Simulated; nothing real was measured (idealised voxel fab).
Process module heading - voxel transistor to metal
cross-section cut | 290 nm wide | cells 5 nm
Throughout this document, each cross-section is represented as a grid of square cells and is presented as a sequence of bands enumerated from the top downward, where a band comprises one or more rows of cells. For a band, the entry starts with two heights in nm, that of the top and then that of the bottom, and carries on with the band's materials in order from left to right, each alongside its width in nm; the word "everywhere" beside a single material means it fills the band edge to edge, and "air" means empty space. Below 0: as-received wafer, all one material; heights counted from there. Lowest band: no bottom, goes on down, written "0 nm and below". With a width like "30..40", each row of cells in the band differs from the next by the same amount, the top row carrying the first number and the bottom row the second. Step note "no modifications" = no cross-section cell changed. "Enclosed voids": sealed empty spaces, 8 cells or more, no open way to top, listed width x height at distance, with distance from the left edge and width, height and distance in nm. That trailing text on a step's line, after the settings, is the simulator's own remark on the step. When a step includes a mask, the "overlay nm" setting on its line states how far to the right of its planned place that mask lay, and negative values state how far to the left.
### The steps planned for the process are as follows
step 1: RECEIVE [material Si]
step 2: CONFORMAL_DEP [material SiO2] [thk nm 5]
step 3: CONFORMAL_DEP [material SiN] [thk nm 10]
step 4: PATTERN [tone cover] [mask id ACTIVE] [material resist] [width nm 105] [pitch nm 130] [thk nm 15] [overlay nm 0]
step 5: DIRECTIONAL_ETCH [etch materials SiN] [depth nm 10]
step 6: DIRECTIONAL_ETCH [etch materials SiO2] [depth nm 5]
step 7: DIRECTIONAL_ETCH [etch materials Si] [depth nm 20]
step 8: STRIP [etch materials resist]
step 9: FILL_DEP [material SiO2] [thk nm 10]
step 10: CMP [height nm 15]
step 11: SELECTIVE_ETCH [etch materials SiO2] [depth nm 10]
step 12: STRIP [etch materials SiN]
step 13: SELECTIVE_ETCH [etch materials SiO2] [depth nm 5]
step 14: OXIDIZE [depth nm 5]
step 15: DIRECTIONAL_DEP [material polySi] [thk nm 20]
step 16: DIRECTIONAL_DEP [material SiCN] [thk nm 15]
step 17: DIRECTIONAL_DEP [material aC] [thk nm 10]
step 18: PATTERN [tone cover] [mask id GATE] [material resist] [width nm 25] [pitch nm 130] [thk nm 30] [overlay nm 0]
step 19: DIRECTIONAL_ETCH [etch materials aC] [depth nm 10]
step 20: STRIP [etch materials resist]
step 21: DIRECTIONAL_ETCH [etch materials SiCN] [depth nm 25]
step 22: DIRECTIONAL_ETCH [etch materials polySi] [depth nm 30]
step 23: STRIP [etch materials aC]
step 24: CONFORMAL_DEP [material SiO2] [thk nm 5]
step 25: DIRECTIONAL_ETCH [etch materials SiO2] [depth nm 5]
step 26: CONFORMAL_DEP [material SiN] [thk nm 5]
step 27: DIRECTIONAL_ETCH [etch materials SiN] [depth nm 5]
step 28: DIRECTIONAL_ETCH [etch materials SiO2] [depth nm 5]
step 29: EPI [material SiGe] [thk nm 5]
step 30: FILL_DEP [material SiO2] [thk nm 10]
step 31: CMP [height nm 20]
step 32: STRIP [etch materials polySi]
step 33: SELECTIVE_ETCH [etch materials SiO2] [depth nm 5]
step 34: CONFORMAL_DEP [material HfO2] [thk nm 5]
step 35: CONFORMAL_DEP [material TiN] [thk nm 5]
step 36: FILL_DEP [material W] [thk nm 10]
step 37: CMP [height nm 15]
step 38: DIRECTIONAL_DEP [material SiO2] [thk nm 10]
step 39: DIRECTIONAL_DEP [material aC] [thk nm 15]
step 40: PATTERN [tone open] [mask id CONTACT] [material resist] [width nm 15] [thk nm 30] [overlay nm 0]
step 41: DIRECTIONAL_ETCH [etch materials aC] [depth nm 15]
step 42: STRIP [etch materials resist]
step 43: DIRECTIONAL_ETCH [etch materials SiO2] [depth nm 25]
step 44: STRIP [etch materials aC]
step 45: CONFORMAL_DEP [material TiN] [thk nm 5]
step 46: FILL_DEP [material Ru] [thk nm 10]
step 47: CMP [height nm 25]
step 48: CONFORMAL_DEP [material SiN] [thk nm 5]
step 49: DIRECTIONAL_DEP [material SiO2] [thk nm 20]
step 50: MASKED_ETCH [tone open] [mask id METAL_1] [width nm 15] [etch materials SiO2] [depth nm 20] [overlay nm 0]
step 51: MASKED_ETCH [tone open] [mask id METAL_1] [width nm 15] [etch materials SiN] [depth nm 5] [overlay nm 0]
step 52: CONFORMAL_DEP [material TiN] [thk nm 5]
step 53: FILL_DEP [material Cu] [thk nm 10]
step 54: CMP [height nm 50]
step 55: CONFORMAL_DEP [material SiCN] [thk nm 5]
step 56: DIRECTIONAL_DEP [material lowk] [thk nm 25]
step 57: MASKED_ETCH [tone open] [mask id METAL_2] [width nm 15] [pitch nm 130] [etch materials lowk] [depth nm 15] [overlay nm 0]
step 58: MASKED_ETCH [tone open] [mask id METAL_2_HOLES] [width nm 15] [pitch nm 130] [etch materials lowk] [depth nm 10] [overlay nm 0]
step 59: MASKED_ETCH [tone open] [mask id METAL_2_HOLES] [width nm 15] [pitch nm 130] [etch materials SiCN] [depth nm 5] [overlay nm 0]
step 60: CONFORMAL_DEP [material TiN] [thk nm 5]
step 61: FILL_DEP [material Cu] [thk nm 10]
step 62: CMP [height nm 80]
step 63: CONFORMAL_DEP [material SiCN] [thk nm 5]
### As received (post step 1): cross-section
* 0 nm and below | Si everywhere
* Enclosed voids: none
### Wafer at module end, in section. Began as above, planned as above, run with one mistake
* 85 nm to 80 nm | SiCN everywhere
* 80 nm to 55 nm | lowk: 35 / TiN: 5 / Cu: 5 / TiN: 5 / lowk: 115 / TiN: 5 / Cu: 5 / TiN: 5 / lowk: 110
* 55 nm to 50 nm | SiCN: 35 / TiN: 15 / SiCN: 115 / TiN: 15 / SiCN: 110
* 50 nm to 30 nm | SiO2: 35 / TiN: 5 / Cu: 5 / TiN: 5 / SiO2: 55 / TiN: 5 / Cu: 5 / TiN: 5 / SiO2: 45 / TiN: 5 / Cu: 5 / TiN: 5 / SiO2: 55 / TiN: 5 / Cu: 5 / TiN: 5 / SiO2: 40
* 30 nm to 25 nm | SiN: 35 / TiN: 15 / SiN: 55 / TiN: 15 / SiN: 45 / TiN: 15 / SiN: 55 / TiN: 15 / SiN: 40
* 25 nm to 20 nm | SiO2: 35 / TiN: 5 / Ru: 5 / TiN: 5 / SiO2: 55 / TiN: 5 / Ru: 5 / TiN: 5 / SiO2: 45 / TiN: 5 / Ru: 5 / TiN: 5 / SiO2: 55 / TiN: 5 / Ru: 5 / TiN: 5 / SiO2: 40
* 20 nm to 15 nm | SiO2: 35 / TiN: 15 / SiO2: 55 / TiN: 15 / SiO2: 45 / TiN: 15 / SiO2: 55 / TiN: 15 / SiO2: 40
* 15 nm to 10 nm | W everywhere
* 10 nm to 5 nm | W: 10 / TiN: 55 / W: 25 / TiN: 105 / W: 25 / TiN: 55 / W: 15
* 5 nm to 0 nm | W: 10 / TiN: 5 / HfO2: 45 / TiN: 35 / HfO2: 45 / TiN: 5 / HfO2: 45 / TiN: 35 / HfO2: 45 / TiN: 5 / W: 15
* 0 nm to -5 nm | W: 10 / TiN: 5 / HfO2: 5 / SiGe: 35 / HfO2: 45 / SiGe: 35 / HfO2: 5 / TiN: 5 / HfO2: 5 / SiGe: 35 / HfO2: 45 / SiGe: 35 / HfO2: 5 / TiN: 5 / W: 15
* -5 nm to -10 nm | W: 10 / TiN: 5 / HfO2: 10 / Si: 105 / HfO2: 10 / TiN: 5 / HfO2: 10 / Si: 105 / HfO2: 10 / TiN: 5 / W: 15
* -10 nm to -15 nm | TiN: 20 / HfO2: 5 / Si: 105 / HfO2: 5 / TiN: 15 / HfO2: 5 / Si: 105 / HfO2: 5 / TiN: 25
* -15 nm to -20 nm | HfO2: 25 / Si: 105 / HfO2: 25 / Si: 105 / HfO2: 30
* -20 nm and below | Si everywhere
* Enclosed voids: none
Plan not followed: step 32: run off-plan, actual operation and settings STRIP [etch materials SiO2]
